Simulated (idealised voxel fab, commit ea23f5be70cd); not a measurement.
The following process module bears the name voxel capacitor over wiring.
Each square cell in cross-section cut measures 5 nm, and the section as a whole is 145 nm wide.
Cross-section = grid of square cells, listed top down in bands; band = one or more rows.
Each band's line starts with the height of the band's top and of its bottom, in nm. Then come its materials from left to right, each with its width in nm. One material with "full width" fills the band from edge to edge. "air" is empty space.
Zero point of the height axis is 0; under it, received wafer = one material. Lowest band: continues down indefinitely, "0 down".
You'd read "30..40" like this: the band's top row of cells is as wide as the first number, its bottom row is as wide as the second, and going down, every row changes width by the same amount as the row before did.
"nothing was modified", as given for a step, is the statement that not any cell of the cross-section underwent a change during that step.
Reported under the label "Closed voids list" are the empty spaces having no open way to the top and comprising 8 cells or more; the notation for each is width x height at distance, in which the distance is measured from the left edge and all three values are in nm.
It should be noted that, on the line of a given step, the content following the step's settings is a remark produced by the simulator itself with respect to that step.
If you see "overlay nm" on a step's line and that step has a mask, it's telling you how far right of where it was planned the mask ended up; a negative number means it went left instead.

## Process steps foreseen in the plan
1: RECEIVE [material Si]
2: CONFORMAL_DEP [material SiO2] [thk nm 15]
3: DIRECTIONAL_DEP [material TiN] [thk nm 5]
4: DIRECTIONAL_DEP [material Ru] [thk nm 15]
5: PATTERN [tone cover] [mask id METAL_1] [material resist] [width nm 25] [pitch nm 75] [thk nm 20] [overlay nm 0]
6: DIRECTIONAL_ETCH [etch materials Ru] [depth nm 15]
7: DIRECTIONAL_ETCH [etch materials TiN] [depth nm 5]
8: STRIP [etch materials resist]
9: FILL_DEP [material SiO2] [thk nm 10]
10: CMP [height nm 35]
11: CONFORMAL_DEP [material SiCN] [thk nm 5]
12: DIRECTIONAL_DEP [material SiO2] [thk nm 10]
13: DIRECTIONAL_DEP [material aC] [thk nm 15]
14: PATTERN [tone open] [mask id PLUG_1] [material resist] [width nm 15] [thk nm 30] [overlay nm 0]
15: DIRECTIONAL_ETCH [etch materials aC] [depth nm 15]
16: STRIP [etch materials resist]
17: DIRECTIONAL_ETCH [etch materials SiO2] [depth nm 10]
18: DIRECTIONAL_ETCH [etch materials SiCN] [depth nm 5]
19: STRIP [etch materials aC]
20: CONFORMAL_DEP [material TiN] [thk nm 5]
21: FILL_DEP [material W] [thk nm 5]
22: CMP [height nm 50]
23: DIRECTIONAL_DEP [material TiN] [thk nm 5]
24: DIRECTIONAL_DEP [material Al2O3] [thk nm 5]
25: DIRECTIONAL_DEP [material TiN] [thk nm 10]
26: DIRECTIONAL_DEP [material aC] [thk nm 10]
27: PATTERN [tone cover] [mask id UPPER_PLATE] [material resist] [width nm 55] [thk nm 25] [overlay nm 0]
28: DIRECTIONAL_ETCH [etch materials aC] [depth nm 10]
29: STRIP [etch materials resist]
30: DIRECTIONAL_ETCH [etch materials TiN] [depth nm 10]
31: DIRECTIONAL_ETCH [etch materials Al2O3] [depth nm 5]
32: STRIP [etch materials aC]
33: PATTERN [tone cover] [mask id LOWER_PLATE] [material resist] [width nm 65] [thk nm 15] [overlay nm 0]
34: DIRECTIONAL_ETCH [etch materials TiN] [depth nm 5]
35: STRIP [etch materials resist]
36: FILL_DEP [material SiO2] [thk nm 20]
37: CMP [height nm 85]
38: PATTERN [tone open] [mask id PLUG_2] [material resist] [width nm 15] [thk nm 20] [overlay nm 0]
39: DIRECTIONAL_ETCH [etch materials SiO2] [depth nm 15]
40: STRIP [etch materials resist]
41: CONFORMAL_DEP [material TiN] [thk nm 5]
42: FILL_DEP [material Ru] [thk nm 5]
43: CMP [height nm 85]
44: CONFORMAL_DEP [material SiN] [thk nm 5]

## Cross-sectional view of the wafer in its as-received condition, corresponding to the state after step 1
- 0 down | Si full width
- Closed voids list: none

## Result of the module, cross-sectioned: start per above, plan per above, one error in how it was run
- 90 to 85 | SiN full width
- 85 to 75 | SiO2 40 | TiN 5 | Ru 5 | TiN 5 | SiO2 90
- 75 to 70 | SiO2 40 | TiN 15 | SiO2 90
- 70 to 60 | SiO2 30 | TiN 55 | SiO2 60
- 60 to 55 | SiO2 30 | Al2O3 55 | SiO2 60
- 55 to 50 | SiO2 25 | TiN 65 | SiO2 55
- 50 to 40 | SiO2 30 | TiN 5 | W 5 | TiN 5 | SiO2 100
- 40 to 35 | SiCN 30 | TiN 15 | SiCN 100
- 35 to 20 | SiO2 20 | Ru 25 | SiO2 50 | Ru 25 | SiO2 25
- 20 to 5 | SiO2 full width
- 5 to 0 | TiN full width
- 0 down | Si full width
- Closed voids list: none
The mistake made against the process plan was this: steps 2 and 3 of the plan were run in the wrong order, each in the other's place
